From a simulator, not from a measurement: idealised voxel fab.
process module | voxel gate over fins
cross-section cut | 160 nm wide | cells 5 nm
A cross-section is a grid of square cells, given in bands from the top down. A band is one or more rows of cells.
Each band's line starts with the height of the band's top and of its bottom, in nm. Then come its materials from left to right, each with its width in nm. One material with "throughout" fills the band from edge to edge. "air" is empty space.
Height 0 is the level under which the wafer as received is all one material. The lowest band goes on downwards, as in "0 down".
A width such as "30 to 40" changes by the same amount from each row of cells to the next, from the band's top row to its bottom row.
"no change" after a step means that no cell of the cross-section changed.
closed voids: empty space of 8 cells or more with no open way to the top, each as width x height at its distance from the left edge, in nm
after a step's settings: what the simulator itself notes on the step
overlay nm, on a step with a mask: how far to the right of its planned place the mask lay; to the left if negative
plan
1 op RECEIVE | material Si
2 op CONFORMAL_DEP | material SiN | thk nm 5
3 op DIRECTIONAL_DEP | material aC | thk nm 10
4 op PATTERN | tone cover | mask id FINS | material resist | width nm 15 | pitch nm 35 | thk nm 30 | overlay nm 0
5 op DIRECTIONAL_ETCH | etch materials aC | depth nm 10
6 op STRIP | etch materials resist
7 op DIRECTIONAL_ETCH | etch materials SiN | depth nm 5
8 op DIRECTIONAL_ETCH | etch materials Si | depth nm 30
9 op STRIP | etch materials aC
10 op OXIDIZE | depth nm 5
11 op FILL_DEP | material SiO2 | thk nm 10
12 op CMP | height nm 5
13 op SELECTIVE_ETCH | etch materials SiO2 | depth nm 15
14 op STRIP | etch materials SiN
15 op CONFORMAL_DEP | material HfO2 | thk nm 5
16 op CONFORMAL_DEP | material TiN | thk nm 5
17 op CONFORMAL_DEP | material TiAl | thk nm 5
18 op CONFORMAL_DEP | material TiN | thk nm 5
19 op FILL_DEP | material W | thk nm 10
20 op CMP | height nm 25
21 op CONFORMAL_DEP | material SiCN | thk nm 5
as received, after step 1
  0 down: Si throughout
  closed voids: none
first wafer at the end, as planned
  30 to 25: SiCN throughout
  25 to 20: W throughout
  20 to 15: W 40 | TiN 80 | W 40
  15 to 10: W 40 | TiN 5 | TiAl 70 | TiN 5 | W 40
  10 to 5: TiN 45 | TiAl 5 | TiN 25 | TiAl 10 | TiN 25 | TiAl 5 | TiN 45
  5 to 0: TiAl 50 | TiN 5 | HfO2 15 | TiN 5 | TiAl 10 | TiN 5 | HfO2 15 | TiN 5 | TiAl 50
  0 to -5: TiN 55 | HfO2 5 | Si 5 | HfO2 5 | TiN 20 | HfO2 5 | Si 5 | HfO2 5 | TiN 55
  -5 to -10: HfO2 60 | Si 5 | HfO2 30 | Si 5 | HfO2 60
  -10 to -35: SiO2 60 | Si 5 | SiO2 30 | Si 5 | SiO2 60
  -35 down: Si throughout
  closed voids: none
second wafer at the end: like start, like plan, one mistake
  30 to 25: SiCN throughout
  25 to 15: W throughout
  15 to 10: W 45 | TiN 70 | W 45
  10 to 5: W 45 | TiN 5 | TiAl 25 | TiN 10 | TiAl 25 | TiN 5 | W 45
  5 to 0: TiN 50 | TiAl 5 | HfO2 15 | TiAl 5 | TiN 10 | TiAl 5 | HfO2 15 | TiAl 5 | TiN 50
  0 to -5: TiAl 55 | HfO2 5 | Si 5 | HfO2 5 | TiAl 20 | HfO2 5 | Si 5 | HfO2 5 | TiAl 55
  -5 to -10: HfO2 60 | Si 5 | HfO2 30 | Si 5 | HfO2 60
  -10 to -35: SiO2 60 | Si 5 | SiO2 30 | Si 5 | SiO2 60
  -35 down: Si throughout
  closed voids: none
what went wrong: step 16 was left out
at the end the second wafer has, in cells: 36 fewer of TiN | 36 more of W
